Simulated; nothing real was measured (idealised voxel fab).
process module | voxel released beams
cross-section cut | 295 nm wide | cells 5 nm
A cross-section is a grid of square cells, given in bands from the top down. A band is one or more rows of cells.
Each band's line starts with the height of the band's top and of its bottom, in nm. Then come its materials from left to right, each with its width in nm. One material with "throughout" fills the band from edge to edge. "air" is empty space.
Height 0 is the level under which the wafer as received is all one material. The lowest band goes on downwards, as in "0 down".
A width such as "30 to 40" changes by the same amount from each row of cells to the next, from the band's top row to its bottom row.
"no change" after a step means that no cell of the cross-section changed.
closed voids: empty space of 8 cells or more with no open way to the top, each as width x height at its distance from the left edge, in nm
after a step's settings: what the simulator itself notes on the step
overlay nm, on a step with a mask: how far to the right of its planned place the mask lay; to the left if negative
plan
1 op RECEIVE | material Si
2 op CONFORMAL_DEP | material SiN | thk nm 5
3 op DIRECTIONAL_DEP | material SiO2 | thk nm 10
4 op PATTERN | tone open | mask id ANCHOR | material resist | width nm 40 | thk nm 20 | overlay nm 0
5 op DIRECTIONAL_ETCH | etch materials SiO2 | depth nm 10
6 op STRIP | etch materials resist
7 op CONFORMAL_DEP | material TiN | thk nm 15
8 op DIRECTIONAL_DEP | material aC | thk nm 10
9 op PATTERN | tone cover | mask id BEAM | material resist | width nm 120 | thk nm 25 | overlay nm 0
10 op DIRECTIONAL_ETCH | etch materials aC | depth nm 10
11 op STRIP | etch materials resist
12 op DIRECTIONAL_ETCH | etch materials TiN | depth nm 15
13 op STRIP | etch materials aC
14 op STRIP | etch materials SiO2
first wafer, as planned
as received, after step 1
  0 down: Si throughout
  closed voids: none
after step 2
  5 to 0: SiN throughout
  below 0: unchanged
after step 3
  15 to 5: SiO2 throughout
  below 5: unchanged
after step 4
  35 to 15: resist 90 | air 40 | resist 165
  below 15: unchanged
after step 5
  35 to 15: resist 90 | air 40 | resist 165
  15 to 5: SiO2 90 | air 40 | SiO2 165
  below 5: unchanged
after step 6
  15 to 5: SiO2 90 | air 40 | SiO2 165
  below 5: unchanged
after step 7
  30 to 20: TiN 105 | air 10 | TiN 180
  20 to 15: TiN throughout
  15 to 5: SiO2 90 | TiN 40 | SiO2 165
  below 5: unchanged
after step 8
  40 to 30: aC 105 | air 10 | aC 180
  30 to 20: TiN 105 | aC 10 | TiN 180
  below 20: unchanged
after step 9
  65 to 40: air 85 | resist 120 | air 90
  40 to 30: aC 105 | resist 10 | aC 180
  below 30: unchanged
after step 10
  55 to 40: air 85 | resist 120 | air 90
  40 to 30: air 85 | aC 20 | resist 10 | aC 90 | air 90
  below 30: unchanged
after step 11
  40 to 30: air 85 | aC 20 | air 10 | aC 90 | air 90
  below 30: unchanged
after step 12
  40 to 30: air 85 | aC 20 | air 10 | aC 90 | air 90
  30 to 20: air 85 | TiN 20 | aC 10 | TiN 90 | air 90
  20 to 15: air 85 | TiN 120 | air 90
  below 15: unchanged
after step 13
  30 to 20: air 85 | TiN 20 | air 10 | TiN 90 | air 90
  below 20: unchanged
after step 14
  30 to 20: air 85 | TiN 20 | air 10 | TiN 90 | air 90
  20 to 15: air 85 | TiN 120 | air 90
  15 to 5: air 90 | TiN 40 | air 165
  below 5: unchanged
second wafer: like start, like plan, one mistake. Through step 8 it matches the first wafer
when step 9 should have ended
  65 to 40: air 95 | resist 120 | air 80
  40 to 30: aC 105 | resist 10 | aC 180
  below 30: unchanged
when step 10 should have ended
  55 to 40: air 95 | resist 120 | air 80
  40 to 30: air 95 | aC 10 | resist 10 | aC 100 | air 80
  below 30: unchanged
when step 11 should have ended
  40 to 30: air 95 | aC 10 | air 10 | aC 100 | air 80
  below 30: unchanged
when step 12 should have ended
  40 to 30: air 95 | aC 10 | air 10 | aC 100 | air 80
  30 to 20: air 95 | TiN 10 | aC 10 | TiN 100 | air 80
  20 to 15: air 95 | TiN 120 | air 80
  below 15: unchanged
when step 13 should have ended
  30 to 20: air 95 | TiN 10 | air 10 | TiN 100 | air 80
  below 20: unchanged
when step 14 should have ended
  30 to 20: air 95 | TiN 10 | air 10 | TiN 100 | air 80
  20 to 15: air 95 | TiN 120 | air 80
  15 to 5: air 90 | TiN 40 | air 165
  below 5: unchanged
what went wrong: step 9 ran as: op PATTERN | tone cover | mask id BEAM | material resist | width nm 120 | thk nm 25 | overlay nm 10
at the end the second wafer has, in cells: as many of each material as the first, in other places
